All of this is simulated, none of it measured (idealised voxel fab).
process module | voxel ribs on slabs
cross-section cut | 165 nm wide | cells 5 nm
A cross-section is a grid of square cells, given in bands from the top down. A band is one or more rows of cells.
Each band's line starts with the height of the band's top and of its bottom, in nm. Then come its materials from left to right, each with its width in nm. One material with "throughout" fills the band from edge to edge. "air" is empty space.
Height 0 is the level under which the wafer as received is all one material. The lowest band goes on downwards, as in "0 down".
A width such as "30 to 40" changes by the same amount from each row of cells to the next, from the band's top row to its bottom row.
"no change" after a step means that no cell of the cross-section changed.
closed voids: empty space of 8 cells or more with no open way to the top, each as width x height at its distance from the left edge, in nm
after a step's settings: what the simulator itself notes on the step
overlay nm, on a step with a mask: how far to the right of its planned place the mask lay; to the left if negative
plan
1 op RECEIVE | material Si
2 op DIRECTIONAL_DEP | material SiO2 | thk nm 30
3 op DIRECTIONAL_DEP | material SiN | thk nm 15
4 op DIRECTIONAL_DEP | material aC | thk nm 10
5 op PATTERN | tone cover | mask id RIB | material resist | width nm 25 | thk nm 25 | overlay nm 0
6 op DIRECTIONAL_ETCH | etch materials aC | depth nm 10
7 op STRIP | etch materials resist
8 op DIRECTIONAL_ETCH | etch materials SiN | depth nm 10
9 op STRIP | etch materials aC
10 op MASKED_ETCH | tone cover | mask id SLAB | width nm 55 | etch materials SiN | depth nm 5 | overlay nm -15
11 op FILL_DEP | material SiO2 | thk nm 25
12 op CMP | height nm 65
13 op DIRECTIONAL_DEP | material TiN | thk nm 5
14 op DIRECTIONAL_DEP | material aC | thk nm 10
15 op PATTERN | tone cover | mask id HEATER | material resist | width nm 35 | thk nm 30 | overlay nm 0
16 op DIRECTIONAL_ETCH | etch materials aC | depth nm 10
17 op STRIP | etch materials resist
18 op DIRECTIONAL_ETCH | etch materials TiN | depth nm 5
19 op STRIP | etch materials aC
20 op CONFORMAL_DEP | material SiO2 | thk nm 10
varied across the wafers: overlay nm of step 10. The plan shows the first wafer's value. All wafers start alike
first wafer as received, after step 1
  0 down: Si throughout
  closed voids: none
each wafer at the end: cells of each material gained (+) or lost (-) since it was received, then its closed voids
overlay nm -15 | +21 SiN | +478 SiO2 | +7 TiN | closed voids: none
overlay nm -10 | +21 SiN | +478 SiO2 | +7 TiN | closed voids: none
overlay nm -5 | +21 SiN | +478 SiO2 | +7 TiN | closed voids: none
overlay nm 0 | +21 SiN | +478 SiO2 | +7 TiN | closed voids: none
overlay nm 5 | +21 SiN | +478 SiO2 | +7 TiN | closed voids: none
overlay nm 10 | +21 SiN | +478 SiO2 | +7 TiN | closed voids: none
overlay nm 15 | +21 SiN | +478 SiO2 | +7 TiN | closed voids: none
